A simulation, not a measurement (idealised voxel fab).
Herein follows the process module entitled voxel quadruple lines.
Square cell edge 5 nm, section width 270 nm, ID cut.
When this document writes out a cross-section, it uses a grid of square cells and lists it as bands, beginning at the top and moving down, with a band standing for one or more rows of cells. Top, bottom (nm), then materials left to right with widths (nm); lone material tagged "everywhere" fills the whole band edge to edge; "air" = empty space. Note: height 0 marks the level under which the wafer is uniformly one material as received. Lowest band unbounded below, written "0 and below". With a width like "30->40", each row of cells in the band differs from the next by the same amount, the top row carrying the first number and the bottom row the second. You'll sometimes find "no change" written for a step, and that's the way of saying that nowhere in the cross-section did a cell change during that step. "Sealed voids" lists enclosed empty spaces (at least 8 cells, no open path upward to the top), each as width x height at distance from the left edge, in nm. Text after the settings on a step's line: the simulator's own remark on that step. overlay nm: step with mask; distance mask lay right of planned place; negative value = left of planned place.
THE PROCESS STEPS THAT WERE PLANNED ARE LISTED BELOW
- 1: RECEIVE, material Si
- 2: CONFORMAL_DEP, material SiO2, thk nm 10
- 3: DIRECTIONAL_DEP, material Ru, thk nm 10
- 4: DIRECTIONAL_DEP, material polySi, thk nm 15
- 5: DIRECTIONAL_DEP, material aC, thk nm 25
- 6: PATTERN, tone cover, mask id MANDREL, material resist, width nm 20, pitch nm 80, thk nm 30, overlay nm 0
- 7: DIRECTIONAL_ETCH, etch materials aC, depth nm 25
- 8: STRIP, etch materials resist
- 9: CONFORMAL_DEP, material SiO2, thk nm 10
- 10: DIRECTIONAL_ETCH, etch materials SiO2, depth nm 10
- 11: STRIP, etch materials aC
- 12: DIRECTIONAL_ETCH, etch materials polySi, depth nm 15
- 13: STRIP, etch materials SiO2
- 14: CONFORMAL_DEP, material SiCN, thk nm 10
- 15: DIRECTIONAL_ETCH, etch materials SiCN, depth nm 10
- 16: STRIP, etch materials polySi
- 17: DIRECTIONAL_ETCH, etch materials Ru, depth nm 10
- 18: STRIP, etch materials SiCN
Split variable: width nm, step 6. Plan value = first wafer. Wafers start alike.
CROSS-SECTION OF THE FIRST OF SEVERAL WAFERS AS RECEIVED (AFTER STEP 1)
* 0 and below | Si everywhere
* Sealed voids: none
ONCE STEP 18, THE LAST STEP, IS COMPLETE, THE MODULE IS AT ITS END; THIS IS THE CROSS-SECTION OF THE FIRST OF SEVERAL WAFERS
* 20 down to 10 | air: 65  Ru: 10  air: 10  Ru: 20  air: 10  Ru: 10  air: 20  Ru: 10  air: 10  Ru: 20  air: 10  Ru: 10  air: 65
* 10 down to 0 | SiO2 everywhere
* 0 and below | Si everywhere
* Sealed voids: none
AT THE END OF THE MODULE, THE LAST OF SEVERAL WAFERS IN CROSS-SECTION
* 20 down to 10 | air: 55  Ru: 10  air: 10  Ru: 10  air: 25  Ru: 10  air: 10  Ru: 15  air: 10  Ru: 10  air: 25  Ru: 10  air: 10  Ru: 10  air: 50
* 10 down to 0 | SiO2 everywhere
* 0 and below | Si everywhere
* Sealed voids: none
THE ROWS OF THE TABLE BELOW ARE WAFERS. LOOKING AT THE END OF THE MODULE, A ROW COUNTS, FOR EVERY MATERIAL, THE CELLS THE WAFER HAS GAINED, SHOWN AS (+), OR LOST, SHOWN AS (-), SINCE IT WAS RECEIVED; ITS CLOSED VOIDS COME NEXT
width nm 20, +32 Ru, +108 SiO2, Sealed voids: none
width nm 25, +32 Ru, +108 SiO2, Sealed voids: none
width nm 30, +32 Ru, +108 SiO2, Sealed voids: none
width nm 35, +32 Ru, +108 SiO2, Sealed voids: none
width nm 40, +32 Ru, +108 SiO2, Sealed voids: none
width nm 45, +30 Ru, +108 SiO2, Sealed voids: none
